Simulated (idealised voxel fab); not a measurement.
This section sets out a process module, namely voxel gate over fins.
In the cross-section labelled cut, the width is 280 nm and each square cell is 5 nm.
Bands, listed from the top down, are how a cross-section gets written in this document; the cross-section itself is a grid of square cells, and a band is one or more rows of them.
Band: top height; bottom height; in nm. Then, left to right: material with width in nm, for each material. "edge to edge": a single material spanning edge to edge. "air": empty space.
Height datum 0, below which the as-received substrate wafer is one material. Lowest band open at the bottom, running downward: "0..down".
Top row gets the first number, bottom row gets the second, and each row in between changes by the same step: that is how a band width like "30->40" works.
Step note "same as before" = no cross-section cell changed.
You'll see "Trapped cavities" listing empty spaces that have no way open to the top, as long as they're 8 cells or more; the notation is width x height at distance, where the distance is from the left edge, and all of it is in nm.
Post-settings text on a step line: simulator's own remark regarding the step.
If you see "overlay nm" on a step's line and that step has a mask, it's telling you how far right of where it was planned the mask ended up; a negative number means it went left instead.

Listed below are the process steps as planned
1: op RECEIVE | material Si
2: op CONFORMAL_DEP | material SiN | thk nm 5
3: op PATTERN | tone cover | mask id FINS | material resist | width nm 15 | pitch nm 35 | thk nm 15 | overlay nm 0
4: op DIRECTIONAL_ETCH | etch materials SiN | depth nm 5
5: op DIRECTIONAL_ETCH | etch materials Si | depth nm 40
6: op STRIP | etch materials resist
7: op OXIDIZE | depth nm 5
8: op FILL_DEP | material SiO2 | thk nm 15
9: op CMP | height nm 5
10: op SELECTIVE_ETCH | etch materials SiO2 | depth nm 15
11: op STRIP | etch materials SiN
12: op CONFORMAL_DEP | material HfO2 | thk nm 5
13: op CONFORMAL_DEP | material TiN | thk nm 5
14: op CONFORMAL_DEP | material TiAl | thk nm 5
15: op CONFORMAL_DEP | material TiN | thk nm 5
16: op FILL_DEP | material W | thk nm 10
17: op CMP | height nm 25
18: op CONFORMAL_DEP | material SiN | thk nm 10

Below: the first of two wafers, run as planned

Incoming wafer in cross-section (state: after step 1)
> 0..down | Si edge to edge
> Trapped cavities: none

Wafer section view after processing step 2
> 5..0 | SiN edge to edge
> No changes below 0.

Wafer section view after processing step 3
> 20..5 | 95 nm air; 15 nm resist; 20 nm air; 15 nm resist; 20 nm air; 15 nm resist; 100 nm air
> No changes below 5.

Wafer section view after processing step 4
> 20..5 | 95 nm air; 15 nm resist; 20 nm air; 15 nm resist; 20 nm air; 15 nm resist; 100 nm air
> 5..0 | 95 nm air; 15 nm SiN; 20 nm air; 15 nm SiN; 20 nm air; 15 nm SiN; 100 nm air
> No changes below 0.

Wafer section view after processing step 5
> 20..5 | 95 nm air; 15 nm resist; 20 nm air; 15 nm resist; 20 nm air; 15 nm resist; 100 nm air
> 5..0 | 95 nm air; 15 nm SiN; 20 nm air; 15 nm SiN; 20 nm air; 15 nm SiN; 100 nm air
> 0..-40 | 95 nm air; 15 nm Si; 20 nm air; 15 nm Si; 20 nm air; 15 nm Si; 100 nm air
> No changes below -40.

Wafer section view after processing step 6
> 5..0 | 95 nm air; 15 nm SiN; 20 nm air; 15 nm SiN; 20 nm air; 15 nm SiN; 100 nm air
> No changes below 0.

Wafer section view after processing step 7
> 5..0 | 95 nm air; 15 nm SiN; 20 nm air; 15 nm SiN; 20 nm air; 15 nm SiN; 100 nm air
> 0..-40 | 95 nm air; 5 nm SiO2; 5 nm Si; 5 nm SiO2; 20 nm air; 5 nm SiO2; 5 nm Si; 5 nm SiO2; 20 nm air; 5 nm SiO2; 5 nm Si; 5 nm SiO2; 100 nm air
> -40..-45 | 100 nm SiO2; 5 nm Si; 30 nm SiO2; 5 nm Si; 30 nm SiO2; 5 nm Si; 105 nm SiO2
> No changes below -45.

Wafer section view after processing step 8
> 20..5 | SiO2 edge to edge
> 5..0 | 95 nm SiO2; 15 nm SiN; 20 nm SiO2; 15 nm SiN; 20 nm SiO2; 15 nm SiN; 100 nm SiO2
> 0..-45 | 100 nm SiO2; 5 nm Si; 30 nm SiO2; 5 nm Si; 30 nm SiO2; 5 nm Si; 105 nm SiO2
> No changes below -45.

Wafer section view after processing step 9
> 5..0 | 95 nm SiO2; 15 nm SiN; 20 nm SiO2; 15 nm SiN; 20 nm SiO2; 15 nm SiN; 100 nm SiO2
> No changes below 0.

Wafer section view after processing step 10
> 5..0 | 95 nm air; 15 nm SiN; 20 nm air; 15 nm SiN; 20 nm air; 15 nm SiN; 100 nm air
> 0..-10 | 100 nm air; 5 nm Si; 30 nm air; 5 nm Si; 30 nm air; 5 nm Si; 105 nm air
> No changes below -10.

Wafer section view after processing step 11
> 0..-10 | 100 nm air; 5 nm Si; 30 nm air; 5 nm Si; 30 nm air; 5 nm Si; 105 nm air
> No changes below -10.

Wafer section view after processing step 12
> 5..0 | 95 nm air; 15 nm HfO2; 20 nm air; 15 nm HfO2; 20 nm air; 15 nm HfO2; 100 nm air
> 0..-5 | 95 nm air; 5 nm HfO2; 5 nm Si; 5 nm HfO2; 20 nm air; 5 nm HfO2; 5 nm Si; 5 nm HfO2; 20 nm air; 5 nm HfO2; 5 nm Si; 5 nm HfO2; 100 nm air
> -5..-10 | 100 nm HfO2; 5 nm Si; 30 nm HfO2; 5 nm Si; 30 nm HfO2; 5 nm Si; 105 nm HfO2
> No changes below -10.

Wafer section view after processing step 13
> 10..5 | 90 nm air; 25 nm TiN; 10 nm air; 25 nm TiN; 10 nm air; 25 nm TiN; 95 nm air
> 5..0 | 90 nm air; 5 nm TiN; 15 nm HfO2; 5 nm TiN; 10 nm air; 5 nm TiN; 15 nm HfO2; 5 nm TiN; 10 nm air; 5 nm TiN; 15 nm HfO2; 5 nm TiN; 95 nm air
> 0..-5 | 95 nm TiN; 5 nm HfO2; 5 nm Si; 5 nm HfO2; 20 nm TiN; 5 nm HfO2; 5 nm Si; 5 nm HfO2; 20 nm TiN; 5 nm HfO2; 5 nm Si; 5 nm HfO2; 100 nm TiN
> No changes below -5.

Wafer section view after processing step 14
> 15..10 | 85 nm air; 105 nm TiAl; 90 nm air
> 10..5 | 85 nm air; 5 nm TiAl; 25 nm TiN; 10 nm TiAl; 25 nm TiN; 10 nm TiAl; 25 nm TiN; 5 nm TiAl; 90 nm air
> 5..0 | 90 nm TiAl; 5 nm TiN; 15 nm HfO2; 5 nm TiN; 10 nm TiAl; 5 nm TiN; 15 nm HfO2; 5 nm TiN; 10 nm TiAl; 5 nm TiN; 15 nm HfO2; 5 nm TiN; 95 nm TiAl
> No changes below 0.

Wafer section view after processing step 15
> 20..15 | 80 nm air; 115 nm TiN; 85 nm air
> 15..10 | 80 nm air; 5 nm TiN; 105 nm TiAl; 5 nm TiN; 85 nm air
> 10..5 | 85 nm TiN; 5 nm TiAl; 25 nm TiN; 10 nm TiAl; 25 nm TiN; 10 nm TiAl; 25 nm TiN; 5 nm TiAl; 90 nm TiN
> No changes below 5.

Wafer section view after processing step 16
> 30..20 | W edge to edge
> 20..15 | 80 nm W; 115 nm TiN; 85 nm W
> 15..10 | 80 nm W; 5 nm TiN; 105 nm TiAl; 5 nm TiN; 85 nm W
> No changes below 10.

Wafer section view after processing step 17
> 25..20 | W edge to edge
> No changes below 20.

Wafer section view after processing step 18
> 35..25 | SiN edge to edge
> No changes below 25.

Wafer two: like wafer one in start and plan, but with one mistake in execution; identical up to and including step 17

Planned end of step 18: second wafer, cross-section
> 40..25 | SiN edge to edge
> No changes below 25.
what went wrong: contrary to plan, step 18 was performed as op CONFORMAL_DEP | material SiN | thk nm 15
Cell-count delta at end, second wafer over first, by material: +56 SiN
